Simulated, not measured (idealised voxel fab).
This is a process module. Its name is voxel capacitor over wiring.
Cross-section cut: width 260 nm, square cells of 5 nm.
Cross-section layout: square cells on a grid; listed as bands, top to bottom; a band spans one or more cell rows. The band entry comprises the height of the band's top followed by the height of its bottom, expressed in nm, and subsequently the band's materials from left to right, each stated together with its width in nm. Where a single material is marked with the word "all across", that material fills the band from edge to edge. The word "empty" represents empty space. Measure heights from 0. That's the level where, below it, the as-received wafer is all one material. The lowest band is bottomless and extends downward; write it as in "0 -> down". A width given as "30->40" starts at the first number in the band's top row and ends at the second number in its bottom row, shifting by an equal amount at every step from row to row. Basically "nothing different" means that step didn't change any cell in the cross-section. Look at "Closed void catalog" for the closed voids: empty spaces with no open path to the top, sized 8 cells or up. Each is width x height at distance, distance from the left edge, all nm. Where a step's line continues beyond its settings, the continuation is a remark by the simulator itself on that step. The "overlay nm" setting may appear on a step's line; for a step that uses a mask, it gives how far to the right of its planned position the mask lay, and a negative value indicates the left.
Here's what the planned process steps look like
1: op RECEIVE | material Si
2: op CONFORMAL_DEP | material SiO2 | thk nm 15
3: op DIRECTIONAL_DEP | material TiN | thk nm 5
4: op DIRECTIONAL_DEP | material W | thk nm 25
5: op DIRECTIONAL_DEP | material aC | thk nm 10
6: op PATTERN | tone cover | mask id METAL_1 | material resist | width nm 20 | pitch nm 85 | thk nm 25 | overlay nm 0
7: op DIRECTIONAL_ETCH | etch materials aC | depth nm 10
8: op STRIP | etch materials resist
9: op DIRECTIONAL_ETCH | etch materials W | depth nm 25
10: op DIRECTIONAL_ETCH | etch materials TiN | depth nm 5
11: op STRIP | etch materials aC
12: op CONFORMAL_DEP | material SiN | thk nm 5
13: op FILL_DEP | material SiO2 | thk nm 5
14: op CMP | height nm 45
15: op CONFORMAL_DEP | material SiCN | thk nm 5
16: op DIRECTIONAL_DEP | material lowk | thk nm 10
17: op MASKED_ETCH | tone open | mask id PLUG_1 | width nm 15 | etch materials lowk | depth nm 10 | overlay nm 0
18: op MASKED_ETCH | tone open | mask id PLUG_1 | width nm 15 | etch materials SiCN | depth nm 5 | overlay nm 0
19: op CONFORMAL_DEP | material TiN | thk nm 5
20: op FILL_DEP | material Cu | thk nm 10
21: op CMP | height nm 60
22: op DIRECTIONAL_DEP | material TiN | thk nm 5
23: op DIRECTIONAL_DEP | material HfO2 | thk nm 5
24: op DIRECTIONAL_DEP | material TiN | thk nm 5
25: op DIRECTIONAL_DEP | material aC | thk nm 15
26: op PATTERN | tone cover | mask id UPPER_PLATE | material resist | width nm 70 | thk nm 35 | overlay nm 0
27: op DIRECTIONAL_ETCH | etch materials aC | depth nm 15
28: op STRIP | etch materials resist
29: op DIRECTIONAL_ETCH | etch materials TiN | depth nm 5
30: op DIRECTIONAL_ETCH | etch materials HfO2 | depth nm 5
31: op STRIP | etch materials aC
32: op MASKED_ETCH | tone cover | mask id LOWER_PLATE | width nm 80 | etch materials TiN | depth nm 10 | overlay nm 0
33: op FILL_DEP | material SiO2 | thk nm 20
34: op CMP | height nm 95
35: op PATTERN | tone open | mask id PLUG_2 | material resist | width nm 15 | thk nm 15 | overlay nm 0
36: op DIRECTIONAL_ETCH | etch materials SiO2 | depth nm 15
37: op STRIP | etch materials resist
38: op CONFORMAL_DEP | material TiN | thk nm 5
39: op FILL_DEP | material Cu | thk nm 5
40: op CMP | height nm 95
41: op CONFORMAL_DEP | material SiN | thk nm 5
The wafers are alike at the start. At step 22, their thk nm differs. The plan lists the first wafer's value.
Cross-section: the first of several wafers in its as-received state, i.e. following step 1
- 0 -> down  Si all across
- Closed void catalog: none
Cross-section of the first of several wafers, taken after step 41, where the module ends
- 100 -> 95  SiN all across
- 95 -> 85  90 SiO2, 5 TiN, 5 Cu, 5 TiN, 155 SiO2
- 85 -> 80  90 SiO2, 15 TiN, 155 SiO2
- 80 -> 75  SiO2 all across
- 75 -> 70  80 SiO2, 70 TiN, 110 SiO2
- 70 -> 65  80 SiO2, 70 HfO2, 110 SiO2
- 65 -> 60  75 SiO2, 80 TiN, 105 SiO2
- 60 -> 50  80 lowk, 5 TiN, 5 Cu, 5 TiN, 165 lowk
- 50 -> 45  80 SiCN, 15 TiN, 165 SiCN
- 45 -> 20  70 SiO2, 5 SiN, 20 W, 5 SiN, 55 SiO2, 5 SiN, 20 W, 5 SiN, 75 SiO2
- 20 -> 15  75 SiN, 20 TiN, 65 SiN, 20 TiN, 80 SiN
- 15 -> 0  SiO2 all across
- 0 -> down  Si all across
- Closed void catalog: none
Of the several wafers, the last: cross-section at the end of the module
- 100 -> 95  SiN all across
- 95 -> 90  80 SiO2, 70 TiN, 110 SiO2
- 90 -> 85  80 SiO2, 70 HfO2, 110 SiO2
- 85 -> 75  75 SiO2, 80 TiN, 105 SiO2
- 75 -> 60  TiN all across
- 60 -> 50  80 lowk, 5 TiN, 5 Cu, 5 TiN, 165 lowk
- 50 -> 45  80 SiCN, 15 TiN, 165 SiCN
- 45 -> 20  70 SiO2, 5 SiN, 20 W, 5 SiN, 55 SiO2, 5 SiN, 20 W, 5 SiN, 75 SiO2
- 20 -> 15  75 SiN, 20 TiN, 65 SiN, 20 TiN, 80 SiN
- 15 -> 0  SiO2 all across
- 0 -> down  Si all across
- Closed void catalog: none
Rows = wafers. At module end, each row lists per material the cells gained (+) or lost (-) since the wafer was received, then the closed voids
thk nm 5; +4 Cu; +14 HfO2; +49 SiCN; +116 SiN; +667 SiO2; +52 TiN; +40 W; +98 lowk; Closed void catalog: none
thk nm 10; +4 Cu; +14 HfO2; +49 SiCN; +116 SiN; +651 SiO2; +68 TiN; +40 W; +98 lowk; Closed void catalog: none
thk nm 15; +3 Cu; +14 HfO2; +49 SiCN; +116 SiN; +602 SiO2; +118 TiN; +40 W; +98 lowk; Closed void catalog: none
thk nm 20; +2 Cu; +14 HfO2; +49 SiCN; +116 SiN; +553 SiO2; +168 TiN; +40 W; +98 lowk; Closed void catalog: none
thk nm 25; +2 Cu; +14 HfO2; +49 SiCN; +116 SiN; +504 SiO2; +217 TiN; +40 W; +98 lowk; Closed void catalog: none
